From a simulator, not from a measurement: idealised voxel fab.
Name of the process module below: voxel double patterning
Cross-sectional view cut (width: 265 nm; square cell size: 5 nm).
Cross-section, as written here: a square-cell grid given band by band from the top down, where a band holds one or more rows of cells. Quick guide to a band line: top height, bottom height (nm) up front; then every material left to right with its width in nm. Only one material and it's marked "full width"? Then it fills the band edge to edge. And "blank" just means empty space. All heights in this document are referenced to 0, defined as the level beneath which the wafer, as received, consists entirely of one material. The lowest band is not bounded below; it extends indefinitely downward and is written in the form "0 nm and below". Width spec "30 to 40" -> top row of cells at first value, bottom row at second value, equal per-row change in between. "changes: none" for a step: no cell of the cross-section changed in that step. What "Listed closed voids" gives you is every empty space of 8 cells or more that is cut off from the top. Each appears as width x height at distance, with the distance taken from the left edge and width, height and distance all in nm. after a step's settings: what the simulator itself notes on the step. The setting "overlay nm" may be written on the line of a step. When the step uses a mask, the value reports how far to the right of the planned place the mask lay, and a negative value reports that it lay to the left.

[This section lists the process steps that were planned]
1) RECEIVE,material Si
2) CONFORMAL_DEP,material SiO2,thk nm 10
3) DIRECTIONAL_DEP,material polySi,thk nm 20
4) DIRECTIONAL_DEP,material SiCN,thk nm 5
5) DIRECTIONAL_DEP,material aC,thk nm 15
6) PATTERN,tone open,mask id FIRST,material resist,width nm 15,pitch nm 50,thk nm 35,overlay nm 0
7) DIRECTIONAL_ETCH,etch materials aC,depth nm 15
8) STRIP,etch materials resist
9) DIRECTIONAL_ETCH,etch materials SiCN,depth nm 5
10) STRIP,etch materials aC
11) PATTERN,tone open,mask id SECOND,material resist,width nm 15,thk nm 20,overlay nm 0
12) DIRECTIONAL_ETCH,etch materials SiCN,depth nm 5
13) STRIP,etch materials resist
14) DIRECTIONAL_ETCH,etch materials polySi,depth nm 20
15) STRIP,etch materials SiCN

[The first of a set of two wafers, run to plan]

[As received (post step 1): cross-section]
    0 nm and below = Si full width
    Listed closed voids: none

[Wafer xsec, post step 2]
    10 nm to 0 nm = SiO2 full width
    Everything below 0 is unchanged.

[Wafer xsec, post step 3]
    30 nm to 10 nm = polySi full width
    Everything below 10 is unchanged.

[Wafer xsec, post step 4]
    35 nm to 30 nm = SiCN full width
    Everything below 30 is unchanged.

[Wafer xsec, post step 5]
    50 nm to 35 nm = aC full width
    Everything below 35 is unchanged.

[Wafer xsec, post step 6]
    85 nm to 50 nm = 100 of resist; 15 of blank; 35 of resist; 15 of blank; 100 of resist
    Everything below 50 is unchanged.

[Wafer xsec, post step 7]
    70 nm to 50 nm = 100 of resist; 15 of blank; 35 of resist; 15 of blank; 100 of resist
    50 nm to 35 nm = 100 of aC; 15 of blank; 35 of aC; 15 of blank; 100 of aC
    Everything below 35 is unchanged.

[Wafer xsec, post step 8]
    50 nm to 35 nm = 100 of aC; 15 of blank; 35 of aC; 15 of blank; 100 of aC
    Everything below 35 is unchanged.

[Wafer xsec, post step 9]
    50 nm to 35 nm = 100 of aC; 15 of blank; 35 of aC; 15 of blank; 100 of aC
    35 nm to 30 nm = 100 of SiCN; 15 of blank; 35 of SiCN; 15 of blank; 100 of SiCN
    Everything below 30 is unchanged.

[Wafer xsec, post step 10]
    35 nm to 30 nm = 100 of SiCN; 15 of blank; 35 of SiCN; 15 of blank; 100 of SiCN
    Everything below 30 is unchanged.

[Wafer xsec, post step 11]
    55 nm to 35 nm = 125 of resist; 15 of blank; 125 of resist
    35 nm to 30 nm = 100 of SiCN; 15 of resist; 35 of SiCN; 15 of resist; 100 of SiCN
    Everything below 30 is unchanged.

[Wafer xsec, post step 12]
    55 nm to 35 nm = 125 of resist; 15 of blank; 125 of resist
    35 nm to 30 nm = 100 of SiCN; 15 of resist; 10 of SiCN; 15 of blank; 10 of SiCN; 15 of resist; 100 of SiCN
    Everything below 30 is unchanged.

[Wafer xsec, post step 13]
    35 nm to 30 nm = 100 of SiCN; 15 of blank; 10 of SiCN; 15 of blank; 10 of SiCN; 15 of blank; 100 of SiCN
    Everything below 30 is unchanged.

[Wafer xsec, post step 14]
    35 nm to 30 nm = 100 of SiCN; 15 of blank; 10 of SiCN; 15 of blank; 10 of SiCN; 15 of blank; 100 of SiCN
    30 nm to 10 nm = 100 of polySi; 15 of blank; 10 of polySi; 15 of blank; 10 of polySi; 15 of blank; 100 of polySi
    Everything below 10 is unchanged.

[Wafer xsec, post step 15]
    30 nm to 10 nm = 100 of polySi; 15 of blank; 10 of polySi; 15 of blank; 10 of polySi; 15 of blank; 100 of polySi
    Everything below 10 is unchanged.

[Wafer two: like wafer one in start and plan, but with one mistake in execution; identical up to and including step 10]

[Cross-sectional representation of the second wafer at the time designated in the plan for the completion of step 11]
    55 nm to 35 nm = 135 of resist; 15 of blank; 115 of resist
    35 nm to 30 nm = 100 of SiCN; 15 of resist; 35 of SiCN; 15 of resist; 100 of SiCN
    Everything below 30 is unchanged.

[Cross-sectional representation of the second wafer at the time designated in the plan for the completion of step 12]
    55 nm to 35 nm = 135 of resist; 15 of blank; 115 of resist
    35 nm to 30 nm = 100 of SiCN; 15 of resist; 20 of SiCN; 15 of blank; 15 of resist; 100 of SiCN
    Everything below 30 is unchanged.

[Cross-sectional representation of the second wafer at the time designated in the plan for the completion of step 13]
    35 nm to 30 nm = 100 of SiCN; 15 of blank; 20 of SiCN; 30 of blank; 100 of SiCN
    Everything below 30 is unchanged.

[Cross-sectional representation of the second wafer at the time designated in the plan for the completion of step 14]
    35 nm to 30 nm = 100 of SiCN; 15 of blank; 20 of SiCN; 30 of blank; 100 of SiCN
    30 nm to 10 nm = 100 of polySi; 15 of blank; 20 of polySi; 30 of blank; 100 of polySi
    Everything below 10 is unchanged.

[Cross-sectional representation of the second wafer at the time designated in the plan for the completion of step 15]
    30 nm to 10 nm = 100 of polySi; 15 of blank; 20 of polySi; 30 of blank; 100 of polySi
    Everything below 10 is unchanged.
What broke from the plan during processing? in deviation from the planned setting, step 11 was conducted as PATTERN,tone open,mask id SECOND,material resist,width nm 15,thk nm 20,overlay nm 10
At the end, the second wafer has the same number of cells of each material as the first, but those cells sit in other places.
